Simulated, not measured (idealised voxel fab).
The process module presented herein is designated voxel gate over fins.
The figure presents cross-section cut, which has a width of 275 nm and is divided into square cells with an edge length of 5 nm.
Cross-section = grid of square cells, listed top down in bands; band = one or more rows.
Band: top and bottom heights (nm) first, top before bottom; then materials from left to right, widths in nm. "everywhere" marks a sole material filling the band edge to edge. "empty" denotes empty space.
Height is counted from the level 0, under which the received wafer is composed throughout of one material. The lowest of the bands is not closed at the bottom but continues downward, in the notation "from 0 down".
You'd read "30->40" like this: the band's top row of cells is as wide as the first number, its bottom row is as wide as the second, and going down, every row changes width by the same amount as the row before did.
It should be understood that the words "remains unaltered", when stated for a given step, signify that the cross-section underwent no change in any of its cells during that step.
Enclosed voids (no open way to top), threshold 8 cells or more, entry "Completely sealed voids", notation width x height at distance, distance from left edge, nm.
If you see something after the settings on a step's line, that's the simulator's own remark about that step.
"overlay nm" denotes, for a step that has a mask, the displacement of the mask to the right of its planned place, with negative values corresponding to the left.
### Process steps - plan
- 1: RECEIVE (material Si)
- 2: CONFORMAL_DEP (material SiN; thk nm 10)
- 3: PATTERN (tone cover; mask id FINS; material resist; width nm 15; pitch nm 60; thk nm 15; overlay nm 0)
- 4: DIRECTIONAL_ETCH (etch materials SiN; depth nm 10)
- 5: DIRECTIONAL_ETCH (etch materials Si; depth nm 30)
- 6: STRIP (etch materials resist)
- 7: OXIDIZE (depth nm 5)
- 8: FILL_DEP (material SiO2; thk nm 5)
- 9: CMP (height nm 10)
- 10: MASKED_ETCH (tone open; mask id RAIL; width nm 15; etch materials SiO2; depth nm 35; overlay nm 0)
- 11: CONFORMAL_DEP (material TiN; thk nm 5)
- 12: FILL_DEP (material W; thk nm 5)
- 13: CMP (height nm 10)
- 14: SELECTIVE_ETCH (etch materials W Ru TiN; depth nm 30)
- 15: FILL_DEP (material SiO2; thk nm 5)
- 16: CMP (height nm 10)
- 17: SELECTIVE_ETCH (etch materials SiO2; depth nm 25)
- 18: STRIP (etch materials SiN)
- 19: CONFORMAL_DEP (material HfO2; thk nm 5)
- 20: CONFORMAL_DEP (material TiN; thk nm 5)
- 21: CONFORMAL_DEP (material TiAl; thk nm 5)
- 22: CONFORMAL_DEP (material TiN; thk nm 5)
- 23: FILL_DEP (material W; thk nm 15)
- 24: CMP (height nm 30)
- 25: CONFORMAL_DEP (material SiCN; thk nm 5)
### The first wafer of two, processed as planned
### Here's what the wafer looked like in cross-section when it arrived - that's after step 1
from 0 down: Si everywhere
Completely sealed voids: none
### Wafer xsec, post step 2
from 10 to 0: SiN everywhere
Everything below 0 is unchanged.
### Wafer xsec, post step 3
from 25 to 10: 70 of empty, 15 of resist, 45 of empty, 15 of resist, 45 of empty, 15 of resist, 70 of empty
Everything below 10 is unchanged.
### Wafer xsec, post step 4
from 25 to 10: 70 of empty, 15 of resist, 45 of empty, 15 of resist, 45 of empty, 15 of resist, 70 of empty
from 10 to 0: 70 of empty, 15 of SiN, 45 of empty, 15 of SiN, 45 of empty, 15 of SiN, 70 of empty
Everything below 0 is unchanged.
### Wafer xsec, post step 5
from 25 to 10: 70 of empty, 15 of resist, 45 of empty, 15 of resist, 45 of empty, 15 of resist, 70 of empty
from 10 to 0: 70 of empty, 15 of SiN, 45 of empty, 15 of SiN, 45 of empty, 15 of SiN, 70 of empty
from 0 to -30: 70 of empty, 15 of Si, 45 of empty, 15 of Si, 45 of empty, 15 of Si, 70 of empty
Everything below -30 is unchanged.
### Wafer xsec, post step 6
from 10 to 0: 70 of empty, 15 of SiN, 45 of empty, 15 of SiN, 45 of empty, 15 of SiN, 70 of empty
Everything below 0 is unchanged.
### Wafer xsec, post step 7
from 10 to 0: 70 of empty, 15 of SiN, 45 of empty, 15 of SiN, 45 of empty, 15 of SiN, 70 of empty
from 0 to -30: 70 of empty, 5 of SiO2, 5 of Si, 5 of SiO2, 45 of empty, 5 of SiO2, 5 of Si, 5 of SiO2, 45 of empty, 5 of SiO2, 5 of Si, 5 of SiO2, 70 of empty
from -30 to -35: 75 of SiO2, 5 of Si, 55 of SiO2, 5 of Si, 55 of SiO2, 5 of Si, 75 of SiO2
Everything below -35 is unchanged.
### Wafer xsec, post step 8
from 15 to 10: SiO2 everywhere
from 10 to 0: 70 of SiO2, 15 of SiN, 45 of SiO2, 15 of SiN, 45 of SiO2, 15 of SiN, 70 of SiO2
from 0 to -35: 75 of SiO2, 5 of Si, 55 of SiO2, 5 of Si, 55 of SiO2, 5 of Si, 75 of SiO2
Everything below -35 is unchanged.
### Wafer xsec, post step 9
from 10 to 0: 70 of SiO2, 15 of SiN, 45 of SiO2, 15 of SiN, 45 of SiO2, 15 of SiN, 70 of SiO2
Everything below 0 is unchanged.
### Wafer xsec, post step 10
from 10 to 0: 70 of SiO2, 15 of SiN, 15 of SiO2, 15 of empty, 15 of SiO2, 15 of SiN, 45 of SiO2, 15 of SiN, 70 of SiO2
from 0 to -25: 75 of SiO2, 5 of Si, 20 of SiO2, 15 of empty, 20 of SiO2, 5 of Si, 55 of SiO2, 5 of Si, 75 of SiO2
Everything below -25 is unchanged.
### Wafer xsec, post step 11
from 15 to 10: 105 of TiN, 5 of empty, 165 of TiN
from 10 to 0: 70 of SiO2, 15 of SiN, 15 of SiO2, 5 of TiN, 5 of empty, 5 of TiN, 15 of SiO2, 15 of SiN, 45 of SiO2, 15 of SiN, 70 of SiO2
from 0 to -20: 75 of SiO2, 5 of Si, 20 of SiO2, 5 of TiN, 5 of empty, 5 of TiN, 20 of SiO2, 5 of Si, 55 of SiO2, 5 of Si, 75 of SiO2
from -20 to -25: 75 of SiO2, 5 of Si, 20 of SiO2, 15 of TiN, 20 of SiO2, 5 of Si, 55 of SiO2, 5 of Si, 75 of SiO2
Everything below -25 is unchanged.
### Wafer xsec, post step 12
from 20 to 15: W everywhere
from 15 to 10: 105 of TiN, 5 of W, 165 of TiN
from 10 to 0: 70 of SiO2, 15 of SiN, 15 of SiO2, 5 of TiN, 5 of W, 5 of TiN, 15 of SiO2, 15 of SiN, 45 of SiO2, 15 of SiN, 70 of SiO2
from 0 to -20: 75 of SiO2, 5 of Si, 20 of SiO2, 5 of TiN, 5 of W, 5 of TiN, 20 of SiO2, 5 of Si, 55 of SiO2, 5 of Si, 75 of SiO2
Everything below -20 is unchanged.
### Wafer xsec, post step 13
from 10 to 0: 70 of SiO2, 15 of SiN, 15 of SiO2, 5 of TiN, 5 of W, 5 of TiN, 15 of SiO2, 15 of SiN, 45 of SiO2, 15 of SiN, 70 of SiO2
Everything below 0 is unchanged.
### Wafer xsec, post step 14
from 10 to 0: 70 of SiO2, 15 of SiN, 15 of SiO2, 15 of empty, 15 of SiO2, 15 of SiN, 45 of SiO2, 15 of SiN, 70 of SiO2
from 0 to -20: 75 of SiO2, 5 of Si, 20 of SiO2, 15 of empty, 20 of SiO2, 5 of Si, 55 of SiO2, 5 of Si, 75 of SiO2
Everything below -20 is unchanged.
### Wafer xsec, post step 15
from 15 to 10: SiO2 everywhere
from 10 to 0: 70 of SiO2, 15 of SiN, 45 of SiO2, 15 of SiN, 45 of SiO2, 15 of SiN, 70 of SiO2
from 0 to -20: 75 of SiO2, 5 of Si, 55 of SiO2, 5 of Si, 55 of SiO2, 5 of Si, 75 of SiO2
Everything below -20 is unchanged.
### Wafer xsec, post step 16
from 10 to 0: 70 of SiO2, 15 of SiN, 45 of SiO2, 15 of SiN, 45 of SiO2, 15 of SiN, 70 of SiO2
Everything below 0 is unchanged.
### Wafer xsec, post step 17
from 10 to 0: 70 of empty, 15 of SiN, 45 of empty, 15 of SiN, 45 of empty, 15 of SiN, 70 of empty
from 0 to -15: 75 of empty, 5 of Si, 55 of empty, 5 of Si, 55 of empty, 5 of Si, 75 of empty
Everything below -15 is unchanged.
### Wafer xsec, post step 18
from 0 to -15: 75 of empty, 5 of Si, 55 of empty, 5 of Si, 55 of empty, 5 of Si, 75 of empty
Everything below -15 is unchanged.
### Wafer xsec, post step 19
from 5 to 0: 70 of empty, 15 of HfO2, 45 of empty, 15 of HfO2, 45 of empty, 15 of HfO2, 70 of empty
from 0 to -10: 70 of empty, 5 of HfO2, 5 of Si, 5 of HfO2, 45 of empty, 5 of HfO2, 5 of Si, 5 of HfO2, 45 of empty, 5 of HfO2, 5 of Si, 5 of HfO2, 70 of empty
from -10 to -15: 75 of HfO2, 5 of Si, 55 of HfO2, 5 of Si, 55 of HfO2, 5 of Si, 75 of HfO2
Everything below -15 is unchanged.
### Wafer xsec, post step 20
from 10 to 5: 65 of empty, 25 of TiN, 35 of empty, 25 of TiN, 35 of empty, 25 of TiN, 65 of empty
from 5 to 0: 65 of empty, 5 of TiN, 15 of HfO2, 5 of TiN, 35 of empty, 5 of TiN, 15 of HfO2, 5 of TiN, 35 of empty, 5 of TiN, 15 of HfO2, 5 of TiN, 65 of empty
from 0 to -5: 65 of empty, 5 of TiN, 5 of HfO2, 5 of Si, 5 of HfO2, 5 of TiN, 35 of empty, 5 of TiN, 5 of HfO2, 5 of Si, 5 of HfO2, 5 of TiN, 35 of empty, 5 of TiN, 5 of HfO2, 5 of Si, 5 of HfO2, 5 of TiN, 65 of empty
from -5 to -10: 70 of TiN, 5 of HfO2, 5 of Si, 5 of HfO2, 45 of TiN, 5 of HfO2, 5 of Si, 5 of HfO2, 45 of TiN, 5 of HfO2, 5 of Si, 5 of HfO2, 70 of TiN
Everything below -10 is unchanged.
### Wafer xsec, post step 21
from 15 to 10: 60 of empty, 35 of TiAl, 25 of empty, 35 of TiAl, 25 of empty, 35 of TiAl, 60 of empty
from 10 to 5: 60 of empty, 5 of TiAl, 25 of TiN, 5 of TiAl, 25 of empty, 5 of TiAl, 25 of TiN, 5 of TiAl, 25 of empty, 5 of TiAl, 25 of TiN, 5 of TiAl, 60 of empty
from 5 to 0: 60 of empty, 5 of TiAl, 5 of TiN, 15 of HfO2, 5 of TiN, 5 of TiAl, 25 of empty, 5 of TiAl, 5 of TiN, 15 of HfO2, 5 of TiN, 5 of TiAl, 25 of empty, 5 of TiAl, 5 of TiN, 15 of HfO2, 5 of TiN, 5 of TiAl, 60 of empty
from 0 to -5: 65 of TiAl, 5 of TiN, 5 of HfO2, 5 of Si, 5 of HfO2, 5 of TiN, 35 of TiAl, 5 of TiN, 5 of HfO2, 5 of Si, 5 of HfO2, 5 of TiN, 35 of TiAl, 5 of TiN, 5 of HfO2, 5 of Si, 5 of HfO2, 5 of TiN, 65 of TiAl
Everything below -5 is unchanged.
### Wafer xsec, post step 22
from 20 to 15: 55 of empty, 45 of TiN, 15 of empty, 45 of TiN, 15 of empty, 45 of TiN, 55 of empty
from 15 to 10: 55 of empty, 5 of TiN, 35 of TiAl, 5 of TiN, 15 of empty, 5 of TiN, 35 of TiAl, 5 of TiN, 15 of empty, 5 of TiN, 35 of TiAl, 5 of TiN, 55 of empty
from 10 to 5: 55 of empty, 5 of TiN, 5 of TiAl, 25 of TiN, 5 of TiAl, 5 of TiN, 15 of empty, 5 of TiN, 5 of TiAl, 25 of TiN, 5 of TiAl, 5 of TiN, 15 of empty, 5 of TiN, 5 of TiAl, 25 of TiN, 5 of TiAl, 5 of TiN, 55 of empty
from 5 to 0: 60 of TiN, 5 of TiAl, 5 of TiN, 15 of HfO2, 5 of TiN, 5 of TiAl, 25 of TiN, 5 of TiAl, 5 of TiN, 15 of HfO2, 5 of TiN, 5 of TiAl, 25 of TiN, 5 of TiAl, 5 of TiN, 15 of HfO2, 5 of TiN, 5 of TiAl, 60 of TiN
Everything below 0 is unchanged.
### Wafer xsec, post step 23
from 35 to 20: W everywhere
from 20 to 15: 55 of W, 45 of TiN, 15 of W, 45 of TiN, 15 of W, 45 of TiN, 55 of W
from 15 to 10: 55 of W, 5 of TiN, 35 of TiAl, 5 of TiN, 15 of W, 5 of TiN, 35 of TiAl, 5 of TiN, 15 of W, 5 of TiN, 35 of TiAl, 5 of TiN, 55 of W
from 10 to 5: 55 of W, 5 of TiN, 5 of TiAl, 25 of TiN, 5 of TiAl, 5 of TiN, 15 of W, 5 of TiN, 5 of TiAl, 25 of TiN, 5 of TiAl, 5 of TiN, 15 of W, 5 of TiN, 5 of TiAl, 25 of TiN, 5 of TiAl, 5 of TiN, 55 of W
Everything below 5 is unchanged.
### Wafer xsec, post step 24
from 30 to 20: W everywhere
Everything below 20 is unchanged.
### Wafer xsec, post step 25
from 35 to 30: SiCN everywhere
Everything below 30 is unchanged.
### It is to be noted that the second wafer proceeded from the same initial state and according to the same plan as the first, although one mistake was committed in its execution; through step 16, inclusive, the two wafers share an identical history
### The second wafer in cross-section, at the planned close of step 17
from 10 to 0: 70 of SiO2, 15 of empty, 45 of SiO2, 15 of empty, 45 of SiO2, 15 of empty, 70 of SiO2
Everything below 0 is unchanged.
### The second wafer in cross-section, at the planned close of step 18
from 0 to -15: 75 of empty, 5 of Si, 55 of empty, 5 of Si, 55 of empty, 5 of Si, 75 of empty
from -15 to -20: 45 of SiO2, 30 of empty, 5 of Si, 55 of empty, 5 of Si, 55 of empty, 5 of Si, 30 of empty, 45 of SiO2
from -20 to -25: 45 of SiO2, 30 of empty, 5 of Si, 20 of empty, 15 of TiN, 20 of empty, 5 of Si, 55 of empty, 5 of Si, 30 of empty, 45 of SiO2
Everything below -25 is unchanged.
### The second wafer in cross-section, at the planned close of step 19
from 5 to 0: 70 of empty, 15 of HfO2, 45 of empty, 15 of HfO2, 45 of empty, 15 of HfO2, 70 of empty
from 0 to -10: 70 of empty, 5 of HfO2, 5 of Si, 5 of HfO2, 45 of empty, 5 of HfO2, 5 of Si, 5 of HfO2, 45 of empty, 5 of HfO2, 5 of Si, 5 of HfO2, 70 of empty
from -10 to -15: 50 of HfO2, 20 of empty, 5 of HfO2, 5 of Si, 5 of HfO2, 45 of empty, 5 of HfO2, 5 of Si, 5 of HfO2, 45 of empty, 5 of HfO2, 5 of Si, 5 of HfO2, 20 of empty, 50 of HfO2
from -15 to -20: 45 of SiO2, 5 of HfO2, 20 of empty, 5 of HfO2, 5 of Si, 5 of HfO2, 10 of empty, 25 of HfO2, 10 of empty, 5 of HfO2, 5 of Si, 5 of HfO2, 45 of empty, 5 of HfO2, 5 of Si, 5 of HfO2, 20 of empty, 5 of HfO2, 45 of SiO2
from -20 to -25: 45 of SiO2, 30 of HfO2, 5 of Si, 20 of HfO2, 15 of TiN, 20 of HfO2, 5 of Si, 55 of HfO2, 5 of Si, 30 of HfO2, 45 of SiO2
Everything below -25 is unchanged.
### The second wafer in cross-section, at the planned close of step 20
from 10 to 5: 65 of empty, 25 of TiN, 35 of empty, 25 of TiN, 35 of empty, 25 of TiN, 65 of empty
from 5 to 0: 65 of empty, 5 of TiN, 15 of HfO2, 5 of TiN, 35 of empty, 5 of TiN, 15 of HfO2, 5 of TiN, 35 of empty, 5 of TiN, 15 of HfO2, 5 of TiN, 65 of empty
from 0 to -5: 65 of empty, 5 of TiN, 5 of HfO2, 5 of Si, 5 of HfO2, 5 of TiN, 35 of empty, 5 of TiN, 5 of HfO2, 5 of Si, 5 of HfO2, 5 of TiN, 35 of empty, 5 of TiN, 5 of HfO2, 5 of Si, 5 of HfO2, 5 of TiN, 65 of empty
from -5 to -10: 55 of TiN, 10 of empty, 5 of TiN, 5 of HfO2, 5 of Si, 5 of HfO2, 5 of TiN, 35 of empty, 5 of TiN, 5 of HfO2, 5 of Si, 5 of HfO2, 5 of TiN, 35 of empty, 5 of TiN, 5 of HfO2, 5 of Si, 5 of HfO2, 5 of TiN, 10 of empty, 55 of TiN
from -10 to -15: 50 of HfO2, 5 of TiN, 10 of empty, 5 of TiN, 5 of HfO2, 5 of Si, 5 of HfO2, 45 of TiN, 5 of HfO2, 5 of Si, 5 of HfO2, 5 of TiN, 35 of empty, 5 of TiN, 5 of HfO2, 5 of Si, 5 of HfO2, 5 of TiN, 10 of empty, 5 of TiN, 50 of HfO2
from -15 to -20: 45 of SiO2, 5 of HfO2, 20 of TiN, 5 of HfO2, 5 of Si, 5 of HfO2, 10 of TiN, 25 of HfO2, 10 of TiN, 5 of HfO2, 5 of Si, 5 of HfO2, 45 of TiN, 5 of HfO2, 5 of Si, 5 of HfO2, 20 of TiN, 5 of HfO2, 45 of SiO2
Everything below -20 is unchanged.
### The second wafer in cross-section, at the planned close of step 21
from 15 to 10: 60 of empty, 35 of TiAl, 25 of empty, 35 of TiAl, 25 of empty, 35 of TiAl, 60 of empty
from 10 to 5: 60 of empty, 5 of TiAl, 25 of TiN, 5 of TiAl, 25 of empty, 5 of TiAl, 25 of TiN, 5 of TiAl, 25 of empty, 5 of TiAl, 25 of TiN, 5 of TiAl, 60 of empty
from 5 to 0: 60 of empty, 5 of TiAl, 5 of TiN, 15 of HfO2, 5 of TiN, 5 of TiAl, 25 of empty, 5 of TiAl, 5 of TiN, 15 of HfO2, 5 of TiN, 5 of TiAl, 25 of empty, 5 of TiAl, 5 of TiN, 15 of HfO2, 5 of TiN, 5 of TiAl, 60 of empty
from 0 to -5: 65 of TiAl, 5 of TiN, 5 of HfO2, 5 of Si, 5 of HfO2, 5 of TiN, 5 of TiAl, 25 of empty, 5 of TiAl, 5 of TiN, 5 of HfO2, 5 of Si, 5 of HfO2, 5 of TiN, 5 of TiAl, 25 of empty, 5 of TiAl, 5 of TiN, 5 of HfO2, 5 of Si, 5 of HfO2, 5 of TiN, 65 of TiAl
from -5 to -10: 55 of TiN, 10 of TiAl, 5 of TiN, 5 of HfO2, 5 of Si, 5 of HfO2, 5 of TiN, 35 of TiAl, 5 of TiN, 5 of HfO2, 5 of Si, 5 of HfO2, 5 of TiN, 5 of TiAl, 25 of empty, 5 of TiAl, 5 of TiN, 5 of HfO2, 5 of Si, 5 of HfO2, 5 of TiN, 10 of TiAl, 55 of TiN
from -10 to -15: 50 of HfO2, 5 of TiN, 10 of TiAl, 5 of TiN, 5 of HfO2, 5 of Si, 5 of HfO2, 45 of TiN, 5 of HfO2, 5 of Si, 5 of HfO2, 5 of TiN, 35 of TiAl, 5 of TiN, 5 of HfO2, 5 of Si, 5 of HfO2, 5 of TiN, 10 of TiAl, 5 of TiN, 50 of HfO2
Everything below -15 is unchanged.
### The second wafer in cross-section, at the planned close of step 22
from 20 to 15: 55 of empty, 45 of TiN, 15 of empty, 45 of TiN, 15 of empty, 45 of TiN, 55 of empty
from 15 to 10: 55 of empty, 5 of TiN, 35 of TiAl, 5 of TiN, 15 of empty, 5 of TiN, 35 of TiAl, 5 of TiN, 15 of empty, 5 of TiN, 35 of TiAl, 5 of TiN, 55 of empty
from 10 to 5: 55 of empty, 5 of TiN, 5 of TiAl, 25 of TiN, 5 of TiAl, 5 of TiN, 15 of empty, 5 of TiN, 5 of TiAl, 25 of TiN, 5 of TiAl, 5 of TiN, 15 of empty, 5 of TiN, 5 of TiAl, 25 of TiN, 5 of TiAl, 5 of TiN, 55 of empty
from 5 to 0: 60 of TiN, 5 of TiAl, 5 of TiN, 15 of HfO2, 5 of TiN, 5 of TiAl, 5 of TiN, 15 of empty, 5 of TiN, 5 of TiAl, 5 of TiN, 15 of HfO2, 5 of TiN, 5 of TiAl, 5 of TiN, 15 of empty, 5 of TiN, 5 of TiAl, 5 of TiN, 15 of HfO2, 5 of TiN, 5 of TiAl, 60 of TiN
from 0 to -5: 65 of TiAl, 5 of TiN, 5 of HfO2, 5 of Si, 5 of HfO2, 5 of TiN, 5 of TiAl, 25 of TiN, 5 of TiAl, 5 of TiN, 5 of HfO2, 5 of Si, 5 of HfO2, 5 of TiN, 5 of TiAl, 5 of TiN, 15 of empty, 5 of TiN, 5 of TiAl, 5 of TiN, 5 of HfO2, 5 of Si, 5 of HfO2, 5 of TiN, 65 of TiAl
from -5 to -10: 55 of TiN, 10 of TiAl, 5 of TiN, 5 of HfO2, 5 of Si, 5 of HfO2, 5 of TiN, 35 of TiAl, 5 of TiN, 5 of HfO2, 5 of Si, 5 of HfO2, 5 of TiN, 5 of TiAl, 25 of TiN, 5 of TiAl, 5 of TiN, 5 of HfO2, 5 of Si, 5 of HfO2, 5 of TiN, 10 of TiAl, 55 of TiN
Everything below -10 is unchanged.
### The second wafer in cross-section, at the planned close of step 23
from 35 to 20: W everywhere
from 20 to 15: 55 of W, 45 of TiN, 15 of W, 45 of TiN, 15 of W, 45 of TiN, 55 of W
from 15 to 10: 55 of W, 5 of TiN, 35 of TiAl, 5 of TiN, 15 of W, 5 of TiN, 35 of TiAl, 5 of TiN, 15 of W, 5 of TiN, 35 of TiAl, 5 of TiN, 55 of W
from 10 to 5: 55 of W, 5 of TiN, 5 of TiAl, 25 of TiN, 5 of TiAl, 5 of TiN, 15 of W, 5 of TiN, 5 of TiAl, 25 of TiN, 5 of TiAl, 5 of TiN, 15 of W, 5 of TiN, 5 of TiAl, 25 of TiN, 5 of TiAl, 5 of TiN, 55 of W
from 5 to 0: 60 of TiN, 5 of TiAl, 5 of TiN, 15 of HfO2, 5 of TiN, 5 of TiAl, 5 of TiN, 15 of W, 5 of TiN, 5 of TiAl, 5 of TiN, 15 of HfO2, 5 of TiN, 5 of TiAl, 5 of TiN, 15 of W, 5 of TiN, 5 of TiAl, 5 of TiN, 15 of HfO2, 5 of TiN, 5 of TiAl, 60 of TiN
from 0 to -5: 65 of TiAl, 5 of TiN, 5 of HfO2, 5 of Si, 5 of HfO2, 5 of TiN, 5 of TiAl, 25 of TiN, 5 of TiAl, 5 of TiN, 5 of HfO2, 5 of Si, 5 of HfO2, 5 of TiN, 5 of TiAl, 5 of TiN, 15 of W, 5 of TiN, 5 of TiAl, 5 of TiN, 5 of HfO2, 5 of Si, 5 of HfO2, 5 of TiN, 65 of TiAl
Everything below -5 is unchanged.
### The second wafer in cross-section, at the planned close of step 24
from 30 to 20: W everywhere
Everything below 20 is unchanged.
### The second wafer in cross-section, at the planned close of step 25
from 35 to 30: SiCN everywhere
Everything below 30 is unchanged.
Finding, execution versus plan: steps 17 and 18 were swapped
Final cells, second wafer relative to first, materials higher or lower: 18 more of HfO2; 65 fewer of SiO2; 14 more of TiAl; 24 more of TiN; 9 more of W
